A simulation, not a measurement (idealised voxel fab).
process module | voxel trench capacitor
cross-section cut | 175 nm wide | cells 5 nm
A cross-section is a grid of square cells, given in bands from the top down. A band is one or more rows of cells.
Each band's line starts with the height of the band's top and of its bottom, in nm. Then come its materials from left to right, each with its width in nm. One material with "throughout" fills the band from edge to edge. "air" is empty space.
Height 0 is the level under which the wafer as received is all one material. The lowest band goes on downwards, as in "0 down".
A width such as "30 to 40" changes by the same amount from each row of cells to the next, from the band's top row to its bottom row.
"no change" after a step means that no cell of the cross-section changed.
closed voids: empty space of 8 cells or more with no open way to the top, each as width x height at its distance from the left edge, in nm
after a step's settings: what the simulator itself notes on the step
overlay nm, on a step with a mask: how far to the right of its planned place the mask lay; to the left if negative
plan
1 op RECEIVE | material Si
2 op CONFORMAL_DEP | material SiN | thk nm 10
3 op DIRECTIONAL_DEP | material aC | thk nm 15
4 op PATTERN | tone open | mask id TRENCH | material resist | width nm 25 | pitch nm 40 | thk nm 30 | overlay nm 0
5 op DIRECTIONAL_ETCH | etch materials aC | depth nm 15
6 op STRIP | etch materials resist
7 op DIRECTIONAL_ETCH | etch materials SiN | depth nm 10
8 op DIRECTIONAL_ETCH | etch materials Si | depth nm 35
9 op STRIP | etch materials aC
10 op CONFORMAL_DEP | material Al2O3 | thk nm 5
11 op CONFORMAL_DEP | material TiN | thk nm 5
12 op FILL_DEP | material W | thk nm 10
13 op CMP | height nm 10
as received, after step 1
  0 down: Si throughout
  closed voids: none
first wafer at the end, as planned
  10 to 0: SiN 35 | Al2O3 5 | TiN 5 | W 5 | TiN 5 | Al2O3 5 | SiN 15 | Al2O3 5 | TiN 5 | W 5 | TiN 5 | Al2O3 5 | SiN 15 | Al2O3 5 | TiN 5 | W 5 | TiN 5 | Al2O3 5 | SiN 35
  0 to -25: Si 35 | Al2O3 5 | TiN 5 | W 5 | TiN 5 | Al2O3 5 | Si 15 | Al2O3 5 | TiN 5 | W 5 | TiN 5 | Al2O3 5 | Si 15 | Al2O3 5 | TiN 5 | W 5 | TiN 5 | Al2O3 5 | Si 35
  -25 to -30: Si 35 | Al2O3 5 | TiN 15 | Al2O3 5 | Si 15 | Al2O3 5 | TiN 15 | Al2O3 5 | Si 15 | Al2O3 5 | TiN 15 | Al2O3 5 | Si 35
  -30 to -35: Si 35 | Al2O3 25 | Si 15 | Al2O3 25 | Si 15 | Al2O3 25 | Si 35
  -35 down: Si throughout
  closed voids: none
second wafer at the end: like start, like plan, one mistake
  30 to 20: W throughout
  20 to 15: TiN 45 | W 5 | TiN 35 | W 5 | TiN 35 | W 5 | TiN 45
  15 to 10: Al2O3 40 | TiN 5 | W 5 | TiN 5 | Al2O3 25 | TiN 5 | W 5 | TiN 5 | Al2O3 25 | TiN 5 | W 5 | TiN 5 | Al2O3 40
  10 to 0: SiN 35 | Al2O3 5 | TiN 5 | W 5 | TiN 5 | Al2O3 5 | SiN 15 | Al2O3 5 | TiN 5 | W 5 | TiN 5 | Al2O3 5 | SiN 15 | Al2O3 5 | TiN 5 | W 5 | TiN 5 | Al2O3 5 | SiN 35
  0 to -25: Si 35 | Al2O3 5 | TiN 5 | W 5 | TiN 5 | Al2O3 5 | Si 15 | Al2O3 5 | TiN 5 | W 5 | TiN 5 | Al2O3 5 | Si 15 | Al2O3 5 | TiN 5 | W 5 | TiN 5 | Al2O3 5 | Si 35
  -25 to -30: Si 35 | Al2O3 5 | TiN 15 | Al2O3 5 | Si 15 | Al2O3 5 | TiN 15 | Al2O3 5 | Si 15 | Al2O3 5 | TiN 15 | Al2O3 5 | Si 35
  -30 to -35: Si 35 | Al2O3 25 | Si 15 | Al2O3 25 | Si 15 | Al2O3 25 | Si 35
  -35 down: Si throughout
  closed voids: none
what went wrong: step 13 was left out
at the end the second wafer has, in cells: 26 more of Al2O3 | 38 more of TiN | 76 more of W
